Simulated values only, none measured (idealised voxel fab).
The following is a process module called voxel transistor to metal.
Section cut is 300 nm wide and gridded with 5 nm square cells.
Think of the cross-section as a grid of square cells. We describe it in bands, top to bottom, and each band covers one or more rows of those cells. Heads up on the band format: heights come first, top then bottom, in nm. After that it's the materials left to right, each with its width in nm. A single material flagged "edge to edge" fills the whole band edge to edge, and "blank" means there's empty space there. Height is counted from the level 0, under which the received wafer is composed throughout of one material. The lowest of the bands is not closed at the bottom but continues downward, in the notation "0 nm and below". Width spec "30->40" -> top row of cells at first value, bottom row at second value, equal per-row change in between. You'll sometimes find "identical to before" written for a step, and that's the way of saying that nowhere in the cross-section did a cell change during that step. Reported under the label "Closed void inventory" are the empty spaces having no open way to the top and comprising 8 cells or more; the notation for each is width x height at distance, in which the distance is measured from the left edge and all three values are in nm. Past the settings on a step's line: simulator remark, on that step. The "overlay nm" setting may appear on a step's line; for a step that uses a mask, it gives how far to the right of its planned position the mask lay, and a negative value indicates the left.

STEPS PLANNED FOR THE PROCESS
step 1: RECEIVE (material Si)
step 2: OXIDIZE (depth nm 5)
step 3: CONFORMAL_DEP (material SiN; thk nm 15)
step 4: DIRECTIONAL_DEP (material aC; thk nm 15)
step 5: PATTERN (tone cover; mask id ACTIVE; material resist; width nm 95; pitch nm 125; thk nm 35; overlay nm 0)
step 6: DIRECTIONAL_ETCH (etch materials aC; depth nm 15)
step 7: STRIP (etch materials resist)
step 8: DIRECTIONAL_ETCH (etch materials SiN; depth nm 15)
step 9: DIRECTIONAL_ETCH (etch materials SiO2; depth nm 5)
step 10: DIRECTIONAL_ETCH (etch materials Si; depth nm 30)
step 11: STRIP (etch materials aC)
step 12: FILL_DEP (material SiO2; thk nm 15)
step 13: CMP (height nm 15)
step 14: SELECTIVE_ETCH (etch materials SiO2; depth nm 10)
step 15: STRIP (etch materials SiN)
step 16: SELECTIVE_ETCH (etch materials SiO2; depth nm 5)
step 17: OXIDIZE (depth nm 5)
step 18: DIRECTIONAL_DEP (material polySi; thk nm 20)
step 19: DIRECTIONAL_DEP (material SiCN; thk nm 15)
step 20: MASKED_ETCH (tone cover; mask id GATE; width nm 25; pitch nm 125; etch materials SiCN; depth nm 25; overlay nm 0)
step 21: MASKED_ETCH (tone cover; mask id GATE; width nm 25; pitch nm 125; etch materials polySi; depth nm 30; overlay nm 0)
step 22: CONFORMAL_DEP (material SiN; thk nm 10)
step 23: DIRECTIONAL_ETCH (etch materials SiN; depth nm 10)
step 24: DIRECTIONAL_ETCH (etch materials SiO2; depth nm 5)
step 25: EPI (material nSi; thk nm 5)
step 26: FILL_DEP (material SiO2; thk nm 5)
step 27: CMP (height nm 15)
step 28: STRIP (etch materials polySi)
step 29: SELECTIVE_ETCH (etch materials SiO2; depth nm 5)
step 30: CONFORMAL_DEP (material HfO2; thk nm 5)
step 31: CONFORMAL_DEP (material TiN; thk nm 5)
step 32: FILL_DEP (material W; thk nm 5)
step 33: CMP (height nm 10)
step 34: DIRECTIONAL_DEP (material SiO2; thk nm 10)
step 35: PATTERN (tone open; mask id CONTACT; material resist; width nm 15; thk nm 20; overlay nm 0)
step 36: DIRECTIONAL_ETCH (etch materials SiO2; depth nm 25)
step 37: STRIP (etch materials resist)
step 38: CONFORMAL_DEP (material TiN; thk nm 5)
step 39: FILL_DEP (material Ru; thk nm 10)
step 40: CMP (height nm 20)
step 41: CONFORMAL_DEP (material SiCN; thk nm 5)
step 42: DIRECTIONAL_DEP (material lowk; thk nm 20)
step 43: DIRECTIONAL_DEP (material aC; thk nm 10)
step 44: PATTERN (tone open; mask id METAL_1; material resist; width nm 15; thk nm 30; overlay nm 0)
step 45: DIRECTIONAL_ETCH (etch materials aC; depth nm 10)
step 46: STRIP (etch materials resist)
step 47: DIRECTIONAL_ETCH (etch materials lowk; depth nm 20)
step 48: DIRECTIONAL_ETCH (etch materials SiCN; depth nm 5)
step 49: STRIP (etch materials aC)
step 50: CONFORMAL_DEP (material TiN; thk nm 5)
step 51: FILL_DEP (material Ru; thk nm 10)
step 52: CMP (height nm 45)
step 53: CONFORMAL_DEP (material SiCN; thk nm 5)
step 54: DIRECTIONAL_DEP (material SiO2; thk nm 30)
step 55: PATTERN (tone open; mask id METAL_2; material resist; width nm 15; pitch nm 125; thk nm 15; overlay nm 0)
step 56: DIRECTIONAL_ETCH (etch materials SiO2; depth nm 15)
step 57: STRIP (etch materials resist)
step 58: PATTERN (tone open; mask id METAL_2_HOLES; material resist; width nm 15; pitch nm 125; thk nm 20; overlay nm 0)
step 59: DIRECTIONAL_ETCH (etch materials SiO2; depth nm 15)
step 60: DIRECTIONAL_ETCH (etch materials SiCN; depth nm 5)
step 61: STRIP (etch materials resist)
step 62: CONFORMAL_DEP (material TiN; thk nm 5)
step 63: FILL_DEP (material Ru; thk nm 10)
step 64: CMP (height nm 80)
step 65: CONFORMAL_DEP (material SiN; thk nm 5)

CROSS-SECTION: WAFER ON ARRIVAL = AFTER STEP 1
> 0 nm and below: Si edge to edge
> Closed void inventory: none

FIRST OF TWO WAFERS AT THE END OF THE MODULE, SHOWN IN CROSS-SECTION; RUN CARRIED OUT AS PLANNED
> 85 nm to 80 nm: SiN edge to edge
> 80 nm to 50 nm: SiO2=45, then TiN=5, then Ru=5, then TiN=5, then SiO2=110, then TiN=5, then Ru=5, then TiN=5, then SiO2=115
> 50 nm to 45 nm: SiCN=45, then TiN=15, then SiCN=110, then TiN=15, then SiCN=115
> 45 nm to 25 nm: lowk=45, then TiN=5, then Ru=5, then TiN=5, then lowk=55, then TiN=5, then Ru=5, then TiN=5, then lowk=40, then TiN=5, then Ru=5, then TiN=5, then lowk=55, then TiN=5, then Ru=5, then TiN=5, then lowk=45
> 25 nm to 20 nm: SiCN=45, then TiN=15, then SiCN=55, then TiN=15, then SiCN=40, then TiN=15, then SiCN=55, then TiN=15, then SiCN=45
> 20 nm to 10 nm: SiO2=45, then TiN=5, then Ru=5, then TiN=5, then SiO2=55, then TiN=5, then Ru=5, then TiN=5, then SiO2=40, then TiN=5, then Ru=5, then TiN=5, then SiO2=55, then TiN=5, then Ru=5, then TiN=5, then SiO2=45
> 10 nm to 0 nm: SiO2=45, then TiN=5, then Ru=5, then TiN=5, then SiO2=5, then SiN=10, then HfO2=5, then TiN=5, then W=5, then TiN=5, then HfO2=5, then SiN=10, then SiO2=5, then TiN=5, then Ru=5, then TiN=5, then SiO2=40, then TiN=5, then Ru=5, then TiN=5, then SiO2=5, then SiN=10, then HfO2=5, then TiN=5, then W=5, then TiN=5, then HfO2=5, then SiN=10, then SiO2=5, then TiN=5, then Ru=5, then TiN=5, then SiO2=45
> 0 nm to -5 nm: SiO2=35, then SiN=10, then TiN=15, then SiO2=5, then SiN=10, then HfO2=5, then TiN=15, then HfO2=5, then SiN=10, then SiO2=5, then TiN=15, then SiN=10, then SiO2=20, then SiN=10, then TiN=15, then SiO2=5, then SiN=10, then HfO2=5, then TiN=15, then HfO2=5, then SiN=10, then SiO2=5, then TiN=15, then SiN=10, then SiO2=35
> -5 nm to -10 nm: SiO2=45, then nSi=20, then SiO2=5, then HfO2=35, then SiO2=5, then nSi=20, then SiO2=40, then nSi=20, then SiO2=5, then HfO2=35, then SiO2=5, then nSi=20, then SiO2=45
> -10 nm to -35 nm: SiO2=40, then Si=95, then SiO2=30, then Si=95, then SiO2=40
> -35 nm and below: Si edge to edge
> Closed void inventory: none

WAFER TWO, END OF MODULE, CROSS-SECTION. SAME START, SAME PLAN AS WAFER ONE. ONE MISTAKE IN THE RUN
> 85 nm to 80 nm: SiN edge to edge
> 80 nm to 50 nm: SiO2=45, then TiN=5, then Ru=5, then TiN=5, then SiO2=110, then TiN=5, then Ru=5, then TiN=5, then SiO2=115
> 50 nm to 45 nm: SiCN=45, then TiN=15, then SiCN=110, then TiN=15, then SiCN=115
> 45 nm to 25 nm: lowk=45, then TiN=5, then Ru=5, then TiN=5, then lowk=55, then TiN=5, then Ru=5, then TiN=5, then lowk=40, then TiN=5, then Ru=5, then TiN=5, then lowk=55, then TiN=5, then Ru=5, then TiN=5, then lowk=45
> 25 nm to 20 nm: SiCN=45, then TiN=15, then SiCN=55, then TiN=15, then SiCN=40, then TiN=15, then SiCN=55, then TiN=15, then SiCN=45
> 20 nm to 10 nm: SiO2=45, then TiN=5, then Ru=5, then TiN=5, then SiO2=55, then TiN=5, then Ru=5, then TiN=5, then SiO2=40, then TiN=5, then Ru=5, then TiN=5, then SiO2=55, then TiN=5, then Ru=5, then TiN=5, then SiO2=45
> 10 nm to 0 nm: SiO2=45, then TiN=5, then Ru=5, then TiN=5, then SiO2=5, then SiN=10, then TiN=5, then HfO2=5, then W=5, then HfO2=5, then TiN=5, then SiN=10, then SiO2=5, then TiN=5, then Ru=5, then TiN=5, then SiO2=40, then TiN=5, then Ru=5, then TiN=5, then SiO2=5, then SiN=10, then TiN=5, then HfO2=5, then W=5, then HfO2=5, then TiN=5, then SiN=10, then SiO2=5, then TiN=5, then Ru=5, then TiN=5, then SiO2=45
> 0 nm to -5 nm: SiO2=35, then SiN=10, then TiN=15, then SiO2=5, then SiN=10, then TiN=5, then HfO2=15, then TiN=5, then SiN=10, then SiO2=5, then TiN=15, then SiN=10, then SiO2=20, then SiN=10, then TiN=15, then SiO2=5, then SiN=10, then TiN=5, then HfO2=15, then TiN=5, then SiN=10, then SiO2=5, then TiN=15, then SiN=10, then SiO2=35
> -5 nm to -10 nm: SiO2=45, then nSi=20, then SiO2=5, then TiN=35, then SiO2=5, then nSi=20, then SiO2=40, then nSi=20, then SiO2=5, then TiN=35, then SiO2=5, then nSi=20, then SiO2=45
> -10 nm to -35 nm: SiO2=40, then Si=95, then SiO2=30, then Si=95, then SiO2=40
> -35 nm and below: Si edge to edge
> Closed void inventory: none
Nonconformance to the process plan: steps 30 and 31 run out of order (swapped)
Cell-count delta at end, second wafer over first, by material: 12 fewer of HfO2 | 12 more of TiN
